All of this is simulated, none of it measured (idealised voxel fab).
Title: Process Module voxel self aligned vias
cross-section cut | 260 nm wide | cells 5 nm
A cross-section in this document is a grid of square cells, and it is written down as bands, the top band listed before the ones below it; a band is made up of one or more rows of cells. Band: top height; bottom height; in nm. Then, left to right: material with width in nm, for each material. "all across": a single material spanning edge to edge. "empty": empty space. A quick word on heights: they are counted from 0, and under that level the wafer as it came to us is one material throughout. The lowest band is different from the rest in having no bottom; it simply continues downward, written as in "top 0, no bottom". The expression "30 to 40" gives the width at the extremes of the band, the first number at its top row of cells and the second at its bottom row, with the width changing by equal amounts from each row to the next in between. You'll sometimes find "no alteration" written for a step, and that's the way of saying that nowhere in the cross-section did a cell change during that step. Each empty space that has no open way to the top and spans at least 8 cells appears under "Enclosed void catalog" as width x height at distance, the distance counted from the left edge, all in nm. Step line, after settings: the simulator's comment on this step. For masked steps, "overlay nm" on the step line gives how far right of plan the mask actually lay; a minus sign means it lay to the left.
## Process steps foreseen in the plan
1. RECEIVE,material Si
2. CONFORMAL_DEP,material SiO2,thk nm 10
3. CONFORMAL_DEP,material SiCN,thk nm 5
4. DIRECTIONAL_DEP,material SiO2,thk nm 30
5. MASKED_ETCH,tone open,mask id LINES,width nm 20,pitch nm 55,etch materials SiO2,depth nm 30,overlay nm 0
6. CONFORMAL_DEP,material TiN,thk nm 5
7. FILL_DEP,material Ru,thk nm 5
8. CMP,height nm 45
9. SELECTIVE_ETCH,etch materials W Ru TiN,depth nm 5
10. FILL_DEP,material SiN,thk nm 5
11. CMP,height nm 45
12. DIRECTIONAL_DEP,material SiO2,thk nm 15
13. MASKED_ETCH,tone open,mask id VIAS,width nm 30,pitch nm 55,etch materials SiO2,depth nm 15,overlay nm 0
14. MASKED_ETCH,tone open,mask id VIAS,width nm 30,pitch nm 55,etch materials SiN,depth nm 5,overlay nm 0
15. CONFORMAL_DEP,material TiN,thk nm 5
16. FILL_DEP,material Cu,thk nm 10
17. CMP,height nm 60
18. CONFORMAL_DEP,material SiN,thk nm 5
## Cross-section: wafer on arrival = after step 1
	top 0, no bottom  Si all across
	Enclosed void catalog: none
## Cross-section: first of two wafers, module finished, run according to plan
	top 65, bottom 60  SiN all across
	top 60, bottom 50  60 nm SiO2, 5 nm TiN, 20 nm Cu, 5 nm TiN, 25 nm SiO2, 5 nm TiN, 20 nm Cu, 5 nm TiN, 25 nm SiO2, 5 nm TiN, 20 nm Cu, 5 nm TiN, 60 nm SiO2
	top 50, bottom 45  60 nm SiO2, 10 nm TiN, 10 nm Cu, 10 nm TiN, 25 nm SiO2, 10 nm TiN, 10 nm Cu, 10 nm TiN, 25 nm SiO2, 10 nm TiN, 10 nm Cu, 10 nm TiN, 60 nm SiO2
	top 45, bottom 40  65 nm SiO2, 20 nm TiN, 35 nm SiO2, 20 nm TiN, 35 nm SiO2, 20 nm TiN, 65 nm SiO2
	top 40, bottom 20  65 nm SiO2, 5 nm TiN, 10 nm Ru, 5 nm TiN, 35 nm SiO2, 5 nm TiN, 10 nm Ru, 5 nm TiN, 35 nm SiO2, 5 nm TiN, 10 nm Ru, 5 nm TiN, 65 nm SiO2
	top 20, bottom 15  65 nm SiO2, 20 nm TiN, 35 nm SiO2, 20 nm TiN, 35 nm SiO2, 20 nm TiN, 65 nm SiO2
	top 15, bottom 10  SiCN all across
	top 10, bottom 0  SiO2 all across
	top 0, no bottom  Si all across
	Enclosed void catalog: none
## Here is the second of the two wafers cut open at the end of the module - same start, same plan as the first one, but we made one mistake running it
	top 65, bottom 60  SiN all across
	top 60, bottom 50  60 nm SiO2, 5 nm TiN, 20 nm Cu, 5 nm TiN, 25 nm SiO2, 5 nm TiN, 20 nm Cu, 5 nm TiN, 25 nm SiO2, 5 nm TiN, 20 nm Cu, 5 nm TiN, 60 nm SiO2
	top 50, bottom 45  60 nm SiO2, 5 nm TiN, 5 nm Cu, 20 nm TiN, 25 nm SiO2, 5 nm TiN, 5 nm Cu, 20 nm TiN, 25 nm SiO2, 5 nm TiN, 5 nm Cu, 20 nm TiN, 60 nm SiO2
	top 45, bottom 40  55 nm SiO2, 5 nm SiN, 15 nm TiN, 35 nm SiO2, 5 nm SiN, 15 nm TiN, 35 nm SiO2, 5 nm SiN, 15 nm TiN, 75 nm SiO2
	top 40, bottom 20  55 nm SiO2, 5 nm TiN, 10 nm Ru, 5 nm TiN, 35 nm SiO2, 5 nm TiN, 10 nm Ru, 5 nm TiN, 35 nm SiO2, 5 nm TiN, 10 nm Ru, 5 nm TiN, 75 nm SiO2
	top 20, bottom 15  55 nm SiO2, 20 nm TiN, 35 nm SiO2, 20 nm TiN, 35 nm SiO2, 20 nm TiN, 75 nm SiO2
	top 15, bottom 10  SiCN all across
	top 10, bottom 0  SiO2 all across
	top 0, no bottom  Si all across
	Enclosed void catalog: none
Against the plan, the run slipped here: step 5, actual vs plan mismatch, actual run MASKED_ETCH,tone open,mask id LINES,width nm 20,pitch nm 55,etch materials SiO2,depth nm 30,overlay nm -10
Final cells, second wafer relative to first, materials higher or lower: 3 fewer of Cu | 3 more of SiN
